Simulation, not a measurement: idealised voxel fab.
Name of the process module below: voxel self aligned vias
In the cross-section labelled cut, the width is 190 nm and each square cell is 5 nm.
Square cells in a grid make up a cross-section in this document, and the grid is given as bands, listed from the top down, each one or more rows of cells.
This entry defines a band. It first specifies the height of the band's top and the height of its bottom in nm, and then specifies the band's materials from left to right, stating each material with its width in nm. The word "full width" identifies a single material that fills the band from edge to edge, while the word "empty" identifies empty space.
The level at which height equals 0 is the one under which the wafer, as it arrives, is entirely one material. No lower edge exists for the bottom band, which continues downward and is notated as in "z 0 and below".
Read "30 to 40" as a graded width: first number on top, second number at the bottom, same change between each pair of neighbouring rows.
The cross-section has no changed cell in any step marked "no alteration".
Entry "Closed cavities" = empty spaces >= 8 cells with no open way to the top; each as width x height at distance, distance from left edge, all nm.
Read whatever lies past the settings on a step's line as the simulator's own remark about the step.
A step's line can hold "overlay nm"; with a mask on that step, the setting says how far right of the planned place the mask lay, while a negative setting says it lay to the left.
plan:
1 RECEIVE with material Si
2 CONFORMAL_DEP with material SiO2, thk nm 10
3 CONFORMAL_DEP with material SiCN, thk nm 5
4 DIRECTIONAL_DEP with material lowk, thk nm 20
5 PATTERN with tone open, mask id LINES, material resist, width nm 25, pitch nm 65, thk nm 20, overlay nm 0
6 DIRECTIONAL_ETCH with etch materials lowk, depth nm 20
7 STRIP with etch materials resist
8 CONFORMAL_DEP with material TiN, thk nm 5
9 FILL_DEP with material Ru, thk nm 10
10 CMP with height nm 35
11 SELECTIVE_ETCH with etch materials W Ru TiN, depth nm 5
12 FILL_DEP with material SiN, thk nm 5
13 CMP with height nm 35
14 DIRECTIONAL_DEP with material lowk, thk nm 20
15 MASKED_ETCH with tone open, mask id VIAS, width nm 35, etch materials lowk, depth nm 20, overlay nm 0
16 MASKED_ETCH with tone open, mask id VIAS, width nm 35, etch materials SiN, depth nm 5, overlay nm 0
17 CONFORMAL_DEP with material TiN, thk nm 5
18 FILL_DEP with material Ru, thk nm 5
19 CMP with height nm 55
20 CONFORMAL_DEP with material SiCN, thk nm 5
Wafer at receipt (post step 1), cross-section:
    z 0 and below  Si full width
    Closed cavities: none
Starting structure and process plan are as shown above, but one mistake was made in running the module; the wafer cross-section at the end of the module follows:
    z 60 to 55  SiCN full width
    z 55 to 40  lowk=45, then TiN=5, then Ru=25, then TiN=5, then lowk=110
    z 40 to 35  lowk=45, then TiN=10, then Ru=15, then TiN=10, then lowk=110
    z 35 to 30  lowk=50, then TiN=25, then lowk=40, then SiN=25, then lowk=50
    z 30 to 20  lowk=50, then TiN=5, then Ru=15, then TiN=5, then lowk=40, then TiN=5, then Ru=15, then TiN=5, then lowk=50
    z 20 to 15  lowk=50, then TiN=25, then lowk=40, then TiN=25, then lowk=50
    z 15 to 10  lowk full width
    z 10 to 0  SiO2 full width
    z 0 and below  Si full width
    Closed cavities: none
So what did we get wrong on this run? heads up, step 3 didn't go per plan, it actually ran as CONFORMAL_DEP with material lowk, thk nm 5
